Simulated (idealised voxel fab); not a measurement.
Proc. module: voxel fin reveal
Cross-sectional view cut (width: 260 nm; square cell size: 5 nm).
Heads up, the way a cross-section reads in here is a grid of square cells, handed over as bands from the top down, with every band being one or more rows of cells.
A band entry consists of two parts. The first gives the height of the band's top and the height of its bottom, in nm. The rest lists the band's materials from left to right, each with its width in nm. A single material labelled with the word "edge to edge" fills the band from edge to edge, and the word "blank" marks empty space.
Height 0 is the level under which the wafer as received is all one material. The lowest band goes on downwards, as in "0 nm and below".
A two-number width, for instance "30 to 40", indicates that the width is equal to the first number in the top row of the band and to the second number in the bottom row, and that it changes by a constant amount per row of cells.
Step note "same as before" = no cross-section cell changed.
Basically, "Closed void table" tells you about the enclosed voids: empty spaces with no open way to the top, 8 cells or bigger, each written width x height at distance, where distance is from the left edge, all in nm.
after a step's settings: what the simulator itself notes on the step
What "overlay nm" on a step's line means: if the step has a mask, that mask lay this far to the right of its planned place, or, when the value is negative, to the left.
STEPS IN THE PROCESS PLAN
1) RECEIVE [material Si]
2) CONFORMAL_DEP [material SiN] [thk nm 5]
3) DIRECTIONAL_DEP [material aC] [thk nm 10]
4) PATTERN [tone cover] [mask id FINS] [material resist] [width nm 15] [pitch nm 35] [thk nm 25] [overlay nm 0]
5) DIRECTIONAL_ETCH [etch materials aC] [depth nm 10]
6) STRIP [etch materials resist]
7) DIRECTIONAL_ETCH [etch materials SiN] [depth nm 5]
8) DIRECTIONAL_ETCH [etch materials Si] [depth nm 35]
9) STRIP [etch materials aC]
10) FILL_DEP [material SiO2] [thk nm 5]
11) CMP [height nm 5]
12) SELECTIVE_ETCH [etch materials SiO2] [depth nm 25]
13) STRIP [etch materials SiN]
14) CONFORMAL_DEP [material HfO2] [thk nm 5]
FIRST WAFER, TWO IN TOTAL, RUN AS PLANNED
WAFER CROSS-SECTION ON RECEIPT, I.E. AFTER STEP 1
- 0 nm and below: Si edge to edge
- Closed void table: none
CROSS-SECTION THROUGH THE WAFER, STEP 2 FINISHED
- 5 nm to 0 nm: SiN edge to edge
- Lower than 0, everything is as it was.
CROSS-SECTION THROUGH THE WAFER, STEP 3 FINISHED
- 15 nm to 5 nm: aC edge to edge
- Lower than 5, everything is as it was.
CROSS-SECTION THROUGH THE WAFER, STEP 4 FINISHED
- 40 nm to 15 nm: 70 blank / 15 resist / 20 blank / 15 resist / 20 blank / 15 resist / 20 blank / 15 resist / 70 blank
- Lower than 15, everything is as it was.
CROSS-SECTION THROUGH THE WAFER, STEP 5 FINISHED
- 30 nm to 15 nm: 70 blank / 15 resist / 20 blank / 15 resist / 20 blank / 15 resist / 20 blank / 15 resist / 70 blank
- 15 nm to 5 nm: 70 blank / 15 aC / 20 blank / 15 aC / 20 blank / 15 aC / 20 blank / 15 aC / 70 blank
- Lower than 5, everything is as it was.
CROSS-SECTION THROUGH THE WAFER, STEP 6 FINISHED
- 15 nm to 5 nm: 70 blank / 15 aC / 20 blank / 15 aC / 20 blank / 15 aC / 20 blank / 15 aC / 70 blank
- Lower than 5, everything is as it was.
CROSS-SECTION THROUGH THE WAFER, STEP 7 FINISHED
- 15 nm to 5 nm: 70 blank / 15 aC / 20 blank / 15 aC / 20 blank / 15 aC / 20 blank / 15 aC / 70 blank
- 5 nm to 0 nm: 70 blank / 15 SiN / 20 blank / 15 SiN / 20 blank / 15 SiN / 20 blank / 15 SiN / 70 blank
- Lower than 0, everything is as it was.
CROSS-SECTION THROUGH THE WAFER, STEP 8 FINISHED
- 15 nm to 5 nm: 70 blank / 15 aC / 20 blank / 15 aC / 20 blank / 15 aC / 20 blank / 15 aC / 70 blank
- 5 nm to 0 nm: 70 blank / 15 SiN / 20 blank / 15 SiN / 20 blank / 15 SiN / 20 blank / 15 SiN / 70 blank
- 0 nm to -35 nm: 70 blank / 15 Si / 20 blank / 15 Si / 20 blank / 15 Si / 20 blank / 15 Si / 70 blank
- Lower than -35, everything is as it was.
CROSS-SECTION THROUGH THE WAFER, STEP 9 FINISHED
- 5 nm to 0 nm: 70 blank / 15 SiN / 20 blank / 15 SiN / 20 blank / 15 SiN / 20 blank / 15 SiN / 70 blank
- Lower than 0, everything is as it was.
CROSS-SECTION THROUGH THE WAFER, STEP 10 FINISHED
- 10 nm to 5 nm: SiO2 edge to edge
- 5 nm to 0 nm: 70 SiO2 / 15 SiN / 20 SiO2 / 15 SiN / 20 SiO2 / 15 SiN / 20 SiO2 / 15 SiN / 70 SiO2
- 0 nm to -35 nm: 70 SiO2 / 15 Si / 20 SiO2 / 15 Si / 20 SiO2 / 15 Si / 20 SiO2 / 15 Si / 70 SiO2
- Lower than -35, everything is as it was.
CROSS-SECTION THROUGH THE WAFER, STEP 11 FINISHED
- 5 nm to 0 nm: 70 SiO2 / 15 SiN / 20 SiO2 / 15 SiN / 20 SiO2 / 15 SiN / 20 SiO2 / 15 SiN / 70 SiO2
- Lower than 0, everything is as it was.
CROSS-SECTION THROUGH THE WAFER, STEP 12 FINISHED
- 5 nm to 0 nm: 70 blank / 15 SiN / 20 blank / 15 SiN / 20 blank / 15 SiN / 20 blank / 15 SiN / 70 blank
- 0 nm to -20 nm: 70 blank / 15 Si / 20 blank / 15 Si / 20 blank / 15 Si / 20 blank / 15 Si / 70 blank
- Lower than -20, everything is as it was.
CROSS-SECTION THROUGH THE WAFER, STEP 13 FINISHED
- 0 nm to -20 nm: 70 blank / 15 Si / 20 blank / 15 Si / 20 blank / 15 Si / 20 blank / 15 Si / 70 blank
- Lower than -20, everything is as it was.
CROSS-SECTION THROUGH THE WAFER, STEP 14 FINISHED
- 5 nm to 0 nm: 65 blank / 25 HfO2 / 10 blank / 25 HfO2 / 10 blank / 25 HfO2 / 10 blank / 25 HfO2 / 65 blank
- 0 nm to -15 nm: 65 blank / 5 HfO2 / 15 Si / 5 HfO2 / 10 blank / 5 HfO2 / 15 Si / 5 HfO2 / 10 blank / 5 HfO2 / 15 Si / 5 HfO2 / 10 blank / 5 HfO2 / 15 Si / 5 HfO2 / 65 blank
- -15 nm to -20 nm: 70 HfO2 / 15 Si / 20 HfO2 / 15 Si / 20 HfO2 / 15 Si / 20 HfO2 / 15 Si / 70 HfO2
- Lower than -20, everything is as it was.
SECOND WAFER: LIKE START, LIKE PLAN, ONE MISTAKE. THROUGH STEP 13 IT MATCHES THE FIRST WAFER
SECOND WAFER CROSS-SECTION, TAKEN AS OF THE TIME THE PLAN SETS FOR STEP 14 TO BE DONE
- 5 nm to 0 nm: 65 blank / 25 SiN / 10 blank / 25 SiN / 10 blank / 25 SiN / 10 blank / 25 SiN / 65 blank
- 0 nm to -15 nm: 65 blank / 5 SiN / 15 Si / 5 SiN / 10 blank / 5 SiN / 15 Si / 5 SiN / 10 blank / 5 SiN / 15 Si / 5 SiN / 10 blank / 5 SiN / 15 Si / 5 SiN / 65 blank
- -15 nm to -20 nm: 70 SiN / 15 Si / 20 SiN / 15 Si / 20 SiN / 15 Si / 20 SiN / 15 Si / 70 SiN
- Lower than -20, everything is as it was.
Nonconformance to the process plan: note that step 14 departed from the planned setting and was carried out as CONFORMAL_DEP [material SiN] [thk nm 5]
End check, counted in cells, second wafer has more or fewer of these materials than the first: -84 HfO2, +84 SiN
